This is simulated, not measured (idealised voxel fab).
process module | voxel transistor to metal
cross-section cut | 170 nm wide | cells 5 nm
A cross-section is a grid of square cells, given in bands from the top down. A band is one or more rows of cells.
Each band's line starts with the height of the band's top and of its bottom, in nm. Then come its materials from left to right, each with its width in nm. One material with "throughout" fills the band from edge to edge. "air" is empty space.
Height 0 is the level under which the wafer as received is all one material. The lowest band goes on downwards, as in "0 down".
A width such as "30 to 40" changes by the same amount from each row of cells to the next, from the band's top row to its bottom row.
"no change" after a step means that no cell of the cross-section changed.
closed voids: empty space of 8 cells or more with no open way to the top, each as width x height at its distance from the left edge, in nm
after a step's settings: what the simulator itself notes on the step
overlay nm, on a step with a mask: how far to the right of its planned place the mask lay; to the left if negative
plan
1 op RECEIVE | material Si
2 op OXIDIZE | depth nm 5
3 op CONFORMAL_DEP | material SiN | thk nm 10
4 op MASKED_ETCH | tone cover | mask id ACTIVE | width nm 110 | etch materials SiN | depth nm 10 | overlay nm 0
5 op MASKED_ETCH | tone cover | mask id ACTIVE | width nm 110 | etch materials SiO2 | depth nm 5 | overlay nm 0
6 op MASKED_ETCH | tone cover | mask id ACTIVE | width nm 110 | etch materials Si | depth nm 20 | overlay nm 0
7 op OXIDIZE | depth nm 5
8 op FILL_DEP | material SiO2 | thk nm 15
9 op CMP | height nm 10
10 op SELECTIVE_ETCH | etch materials SiO2 | depth nm 10
11 op STRIP | etch materials SiN
12 op SELECTIVE_ETCH | etch materials SiO2 | depth nm 5
13 op OXIDIZE | depth nm 5
14 op DIRECTIONAL_DEP | material polySi | thk nm 20
15 op DIRECTIONAL_DEP | material SiCN | thk nm 10
16 op DIRECTIONAL_DEP | material aC | thk nm 15
17 op PATTERN | tone cover | mask id GATE | material resist | width nm 30 | thk nm 35 | overlay nm 0
18 op DIRECTIONAL_ETCH | etch materials aC | depth nm 15
19 op STRIP | etch materials resist
20 op DIRECTIONAL_ETCH | etch materials SiCN | depth nm 20
21 op DIRECTIONAL_ETCH | etch materials polySi | depth nm 30
22 op STRIP | etch materials aC
23 op CONFORMAL_DEP | material SiO2 | thk nm 5
24 op DIRECTIONAL_ETCH | etch materials SiO2 | depth nm 5
25 op CONFORMAL_DEP | material SiN | thk nm 5
26 op DIRECTIONAL_ETCH | etch materials SiN | depth nm 5
27 op DIRECTIONAL_ETCH | etch materials SiO2 | depth nm 5
28 op DIRECTIONAL_ETCH | etch materials Si | depth nm 10
29 op EPI | material SiGe | thk nm 15
30 op FILL_DEP | material SiO2 | thk nm 10
31 op CMP | height nm 15
32 op STRIP | etch materials polySi
33 op SELECTIVE_ETCH | etch materials SiO2 | depth nm 5
34 op CONFORMAL_DEP | material HfO2 | thk nm 5
35 op CONFORMAL_DEP | material TiN | thk nm 5
36 op FILL_DEP | material W | thk nm 5
37 op CMP | height nm 10
38 op DIRECTIONAL_DEP | material SiO2 | thk nm 10
39 op MASKED_ETCH | tone open | mask id CONTACT | width nm 20 | pitch nm 80 | etch materials SiO2 | depth nm 25 | overlay nm 0
40 op CONFORMAL_DEP | material TiN | thk nm 5
41 op FILL_DEP | material W | thk nm 10
42 op CMP | height nm 20
43 op DIRECTIONAL_DEP | material TiN | thk nm 5
44 op DIRECTIONAL_DEP | material W | thk nm 20
45 op PATTERN | tone cover | mask id METAL_1 | material resist | width nm 20 | pitch nm 80 | thk nm 20 | overlay nm 0
46 op DIRECTIONAL_ETCH | etch materials W | depth nm 20
47 op DIRECTIONAL_ETCH | etch materials TiN | depth nm 5
48 op STRIP | etch materials resist
49 op CONFORMAL_DEP | material SiN | thk nm 5
50 op FILL_DEP | material lowk | thk nm 10
51 op CMP | height nm 45
52 op CONFORMAL_DEP | material SiN | thk nm 5
first wafer, as planned
as received, after step 1
  0 down: Si throughout
  closed voids: none
after step 2
  0 to -5: SiO2 throughout
  below -5: unchanged
after step 3
  10 to 0: SiN throughout
  below 0: unchanged
after step 4
  10 to 0: air 30 | SiN 110 | air 30
  below 0: unchanged
after step 5
  10 to 0: air 30 | SiN 110 | air 30
  0 to -5: air 30 | SiO2 110 | air 30
  below -5: unchanged
after step 6
  10 to 0: air 30 | SiN 110 | air 30
  0 to -5: air 30 | SiO2 110 | air 30
  -5 to -25: air 30 | Si 110 | air 30
  below -25: unchanged
after step 7
  10 to 0: air 30 | SiN 110 | air 30
  0 to -5: air 30 | SiO2 110 | air 30
  -5 to -25: air 30 | SiO2 5 | Si 100 | SiO2 5 | air 30
  -25 to -30: SiO2 35 | Si 100 | SiO2 35
  below -30: unchanged
after step 8
  25 to 10: SiO2 throughout
  10 to 0: SiO2 30 | SiN 110 | SiO2 30
  0 to -5: SiO2 throughout
  -5 to -30: SiO2 35 | Si 100 | SiO2 35
  below -30: unchanged
after step 9
  10 to 0: SiO2 30 | SiN 110 | SiO2 30
  below 0: unchanged
after step 10
  10 to 0: air 30 | SiN 110 | air 30
  below 0: unchanged
after step 11
  0 to -5: SiO2 throughout
  below -5: unchanged
after step 12
  -5 to -30: SiO2 35 | Si 100 | SiO2 35
  below -30: unchanged
after step 13
  -5 to -10: SiO2 throughout
  below -10: unchanged
after step 14
  15 to -5: polySi throughout
  below -5: unchanged
after step 15
  25 to 15: SiCN throughout
  below 15: unchanged
after step 16
  40 to 25: aC throughout
  below 25: unchanged
after step 17
  75 to 40: air 70 | resist 30 | air 70
  below 40: unchanged
after step 18
  60 to 40: air 70 | resist 30 | air 70
  40 to 25: air 70 | aC 30 | air 70
  below 25: unchanged
after step 19
  40 to 25: air 70 | aC 30 | air 70
  below 25: unchanged
after step 20
  40 to 25: air 70 | aC 30 | air 70
  25 to 15: air 70 | SiCN 30 | air 70
  below 15: unchanged
after step 21
  40 to 25: air 70 | aC 30 | air 70
  25 to 15: air 70 | SiCN 30 | air 70
  15 to -5: air 70 | polySi 30 | air 70
  below -5: unchanged
after step 22
  25 to 15: air 70 | SiCN 30 | air 70
  below 15: unchanged
after step 23
  30 to 25: air 65 | SiO2 40 | air 65
  25 to 15: air 65 | SiO2 5 | SiCN 30 | SiO2 5 | air 65
  15 to 0: air 65 | SiO2 5 | polySi 30 | SiO2 5 | air 65
  0 to -5: SiO2 70 | polySi 30 | SiO2 70
  below -5: unchanged
after step 24
  25 to 15: air 65 | SiO2 5 | SiCN 30 | SiO2 5 | air 65
  15 to -5: air 65 | SiO2 5 | polySi 30 | SiO2 5 | air 65
  below -5: unchanged
after step 25
  30 to 25: air 60 | SiN 50 | air 60
  25 to 15: air 60 | SiN 5 | SiO2 5 | SiCN 30 | SiO2 5 | SiN 5 | air 60
  15 to 0: air 60 | SiN 5 | SiO2 5 | polySi 30 | SiO2 5 | SiN 5 | air 60
  0 to -5: SiN 65 | SiO2 5 | polySi 30 | SiO2 5 | SiN 65
  below -5: unchanged
after step 26
  25 to 15: air 60 | SiN 5 | SiO2 5 | SiCN 30 | SiO2 5 | SiN 5 | air 60
  15 to -5: air 60 | SiN 5 | SiO2 5 | polySi 30 | SiO2 5 | SiN 5 | air 60
  below -5: unchanged
after step 27
  25 to 20: air 60 | SiN 5 | air 5 | SiCN 30 | air 5 | SiN 5 | air 60
  20 to 15: air 60 | SiN 5 | SiO2 5 | SiCN 30 | SiO2 5 | SiN 5 | air 60
  15 to -5: air 60 | SiN 5 | SiO2 5 | polySi 30 | SiO2 5 | SiN 5 | air 60
  -5 to -10: air 60 | SiO2 50 | air 60
  below -10: unchanged
after step 28
  25 to 20: air 60 | SiN 5 | air 5 | SiCN 30 | air 5 | SiN 5 | air 60
  20 to 15: air 60 | SiN 5 | SiO2 5 | SiCN 30 | SiO2 5 | SiN 5 | air 60
  15 to -5: air 60 | SiN 5 | SiO2 5 | polySi 30 | SiO2 5 | SiN 5 | air 60
  -5 to -10: air 60 | SiO2 50 | air 60
  -10 to -20: SiO2 35 | air 25 | Si 50 | air 25 | SiO2 35
  below -20: unchanged
after step 29
  25 to 20: air 60 | SiN 5 | air 5 | SiCN 30 | air 5 | SiN 5 | air 60
  20 to 15: air 60 | SiN 5 | SiO2 5 | SiCN 30 | SiO2 5 | SiN 5 | air 60
  15 to 5: air 60 | SiN 5 | SiO2 5 | polySi 30 | SiO2 5 | SiN 5 | air 60
  5 to -5: air 45 | SiGe 15 | SiN 5 | SiO2 5 | polySi 30 | SiO2 5 | SiN 5 | SiGe 15 | air 45
  -5 to -10: air 30 | SiGe 30 | SiO2 50 | SiGe 30 | air 30
  -10 to -20: SiO2 35 | SiGe 25 | Si 50 | SiGe 25 | SiO2 35
  below -20: unchanged
after step 30
  35 to 25: SiO2 throughout
  25 to 15: SiO2 60 | SiN 5 | SiO2 5 | SiCN 30 | SiO2 5 | SiN 5 | SiO2 60
  15 to 5: SiO2 60 | SiN 5 | SiO2 5 | polySi 30 | SiO2 5 | SiN 5 | SiO2 60
  5 to -5: SiO2 45 | SiGe 15 | SiN 5 | SiO2 5 | polySi 30 | SiO2 5 | SiN 5 | SiGe 15 | SiO2 45
  -5 to -10: SiO2 30 | SiGe 30 | SiO2 50 | SiGe 30 | SiO2 30
  below -10: unchanged
after step 31
  15 to 5: SiO2 60 | SiN 5 | SiO2 5 | polySi 30 | SiO2 5 | SiN 5 | SiO2 60
  below 5: unchanged
after step 32
  15 to 5: SiO2 60 | SiN 5 | SiO2 5 | air 30 | SiO2 5 | SiN 5 | SiO2 60
  5 to -5: SiO2 45 | SiGe 15 | SiN 5 | SiO2 5 | air 30 | SiO2 5 | SiN 5 | SiGe 15 | SiO2 45
  below -5: unchanged
after step 33
  15 to 10: air 60 | SiN 5 | air 40 | SiN 5 | air 60
  10 to 5: SiO2 60 | SiN 5 | air 40 | SiN 5 | SiO2 60
  5 to -5: SiO2 45 | SiGe 15 | SiN 5 | air 40 | SiN 5 | SiGe 15 | SiO2 45
  -5 to -10: SiO2 30 | SiGe 30 | SiO2 5 | air 40 | SiO2 5 | SiGe 30 | SiO2 30
  below -10: unchanged
after step 34
  20 to 15: air 55 | HfO2 15 | air 30 | HfO2 15 | air 55
  15 to 10: HfO2 60 | SiN 5 | HfO2 5 | air 30 | HfO2 5 | SiN 5 | HfO2 60
  10 to 5: SiO2 60 | SiN 5 | HfO2 5 | air 30 | HfO2 5 | SiN 5 | SiO2 60
  5 to -5: SiO2 45 | SiGe 15 | SiN 5 | HfO2 5 | air 30 | HfO2 5 | SiN 5 | SiGe 15 | SiO2 45
  -5 to -10: SiO2 30 | SiGe 30 | SiO2 5 | HfO2 40 | SiO2 5 | SiGe 30 | SiO2 30
  below -10: unchanged
after step 35
  25 to 20: air 50 | TiN 25 | air 20 | TiN 25 | air 50
  20 to 15: TiN 55 | HfO2 15 | TiN 5 | air 20 | TiN 5 | HfO2 15 | TiN 55
  15 to 10: HfO2 60 | SiN 5 | HfO2 5 | TiN 5 | air 20 | TiN 5 | HfO2 5 | SiN 5 | HfO2 60
  10 to 5: SiO2 60 | SiN 5 | HfO2 5 | TiN 5 | air 20 | TiN 5 | HfO2 5 | SiN 5 | SiO2 60
  5 to 0: SiO2 45 | SiGe 15 | SiN 5 | HfO2 5 | TiN 5 | air 20 | TiN 5 | HfO2 5 | SiN 5 | SiGe 15 | SiO2 45
  0 to -5: SiO2 45 | SiGe 15 | SiN 5 | HfO2 5 | TiN 30 | HfO2 5 | SiN 5 | SiGe 15 | SiO2 45
  below -5: unchanged
after step 36
  30 to 25: W throughout
  25 to 20: W 50 | TiN 25 | W 20 | TiN 25 | W 50
  20 to 15: TiN 55 | HfO2 15 | TiN 5 | W 20 | TiN 5 | HfO2 15 | TiN 55
  15 to 10: HfO2 60 | SiN 5 | HfO2 5 | TiN 5 | W 20 | TiN 5 | HfO2 5 | SiN 5 | HfO2 60
  10 to 5: SiO2 60 | SiN 5 | HfO2 5 | TiN 5 | W 20 | TiN 5 | HfO2 5 | SiN 5 | SiO2 60
  5 to 0: SiO2 45 | SiGe 15 | SiN 5 | HfO2 5 | TiN 5 | W 20 | TiN 5 | HfO2 5 | SiN 5 | SiGe 15 | SiO2 45
  below 0: unchanged
after step 37
  10 to 5: SiO2 60 | SiN 5 | HfO2 5 | TiN 5 | W 20 | TiN 5 | HfO2 5 | SiN 5 | SiO2 60
  below 5: unchanged
after step 38
  20 to 10: SiO2 throughout
  below 10: unchanged
after step 39
  20 to 10: SiO2 35 | air 20 | SiO2 60 | air 20 | SiO2 35
  10 to 5: SiO2 35 | air 20 | SiO2 5 | SiN 5 | HfO2 5 | TiN 5 | W 20 | TiN 5 | HfO2 5 | SiN 5 | SiO2 5 | air 20 | SiO2 35
  5 to 0: SiO2 35 | air 10 | SiGe 15 | SiN 5 | HfO2 5 | TiN 5 | W 20 | TiN 5 | HfO2 5 | SiN 5 | SiGe 15 | air 10 | SiO2 35
  0 to -5: SiO2 35 | air 10 | SiGe 15 | SiN 5 | HfO2 5 | TiN 30 | HfO2 5 | SiN 5 | SiGe 15 | air 10 | SiO2 35
  below -5: unchanged
after step 40
  25 to 20: TiN 40 | air 10 | TiN 70 | air 10 | TiN 40
  20 to 10: SiO2 35 | TiN 5 | air 10 | TiN 5 | SiO2 60 | TiN 5 | air 10 | TiN 5 | SiO2 35
  10 to 5: SiO2 35 | TiN 20 | SiO2 5 | SiN 5 | HfO2 5 | TiN 5 | W 20 | TiN 5 | HfO2 5 | SiN 5 | SiO2 5 | TiN 20 | SiO2 35
  5 to 0: SiO2 35 | TiN 10 | SiGe 15 | SiN 5 | HfO2 5 | TiN 5 | W 20 | TiN 5 | HfO2 5 | SiN 5 | SiGe 15 | TiN 10 | SiO2 35
  0 to -5: SiO2 35 | TiN 10 | SiGe 15 | SiN 5 | HfO2 5 | TiN 30 | HfO2 5 | SiN 5 | SiGe 15 | TiN 10 | SiO2 35
  below -5: unchanged
after step 41
  35 to 25: W throughout
  25 to 20: TiN 40 | W 10 | TiN 70 | W 10 | TiN 40
  20 to 10: SiO2 35 | TiN 5 | W 10 | TiN 5 | SiO2 60 | TiN 5 | W 10 | TiN 5 | SiO2 35
  below 10: unchanged
after step 42
  20 to 10: SiO2 35 | TiN 5 | W 10 | TiN 5 | SiO2 60 | TiN 5 | W 10 | TiN 5 | SiO2 35
  below 10: unchanged
after step 43
  25 to 20: TiN throughout
  below 20: unchanged
after step 44
  45 to 25: W throughout
  below 25: unchanged
after step 45
  65 to 45: air 35 | resist 20 | air 60 | resist 20 | air 35
  below 45: unchanged
after step 46
  65 to 45: air 35 | resist 20 | air 60 | resist 20 | air 35
  45 to 25: air 35 | W 20 | air 60 | W 20 | air 35
  below 25: unchanged
after step 47
  65 to 45: air 35 | resist 20 | air 60 | resist 20 | air 35
  45 to 25: air 35 | W 20 | air 60 | W 20 | air 35
  25 to 20: air 35 | TiN 20 | air 60 | TiN 20 | air 35
  below 20: unchanged
after step 48
  45 to 25: air 35 | W 20 | air 60 | W 20 | air 35
  below 25: unchanged
after step 49
  50 to 45: air 30 | SiN 30 | air 50 | SiN 30 | air 30
  45 to 25: air 30 | SiN 5 | W 20 | SiN 5 | air 50 | SiN 5 | W 20 | SiN 5 | air 30
  25 to 20: SiN 35 | TiN 20 | SiN 60 | TiN 20 | SiN 35
  below 20: unchanged
after step 50
  60 to 50: lowk throughout
  50 to 45: lowk 30 | SiN 30 | lowk 50 | SiN 30 | lowk 30
  45 to 25: lowk 30 | SiN 5 | W 20 | SiN 5 | lowk 50 | SiN 5 | W 20 | SiN 5 | lowk 30
  below 25: unchanged
after step 51
  45 to 25: lowk 30 | SiN 5 | W 20 | SiN 5 | lowk 50 | SiN 5 | W 20 | SiN 5 | lowk 30
  below 25: unchanged
after step 52
  50 to 45: SiN throughout
  below 45: unchanged
second wafer: like start, like plan, one mistake. Through step 44 it matches the first wafer
when step 45 should have ended
  65 to 45: air 30 | resist 20 | air 60 | resist 20 | air 40
  below 45: unchanged
when step 46 should have ended
  65 to 45: air 30 | resist 20 | air 60 | resist 20 | air 40
  45 to 25: air 30 | W 20 | air 60 | W 20 | air 40
  below 25: unchanged
when step 47 should have ended
  65 to 45: air 30 | resist 20 | air 60 | resist 20 | air 40
  45 to 25: air 30 | W 20 | air 60 | W 20 | air 40
  25 to 20: air 30 | TiN 20 | air 60 | TiN 20 | air 40
  below 20: unchanged
when step 48 should have ended
  45 to 25: air 30 | W 20 | air 60 | W 20 | air 40
  below 25: unchanged
when step 49 should have ended
  50 to 45: air 25 | SiN 30 | air 50 | SiN 30 | air 35
  45 to 25: air 25 | SiN 5 | W 20 | SiN 5 | air 50 | SiN 5 | W 20 | SiN 5 | air 35
  25 to 20: SiN 30 | TiN 20 | SiN 60 | TiN 20 | SiN 40
  below 20: unchanged
when step 50 should have ended
  60 to 50: lowk throughout
  50 to 45: lowk 25 | SiN 30 | lowk 50 | SiN 30 | lowk 35
  45 to 25: lowk 25 | SiN 5 | W 20 | SiN 5 | lowk 50 | SiN 5 | W 20 | SiN 5 | lowk 35
  below 25: unchanged
when step 51 should have ended
  45 to 25: lowk 25 | SiN 5 | W 20 | SiN 5 | lowk 50 | SiN 5 | W 20 | SiN 5 | lowk 35
  below 25: unchanged
when step 52 should have ended
  50 to 45: SiN throughout
  below 45: unchanged
what went wrong: step 45 ran as: op PATTERN | tone cover | mask id METAL_1 | material resist | width nm 20 | pitch nm 80 | thk nm 20 | overlay nm -5
at the end the second wafer has, in cells: as many of each material as the first, in other places
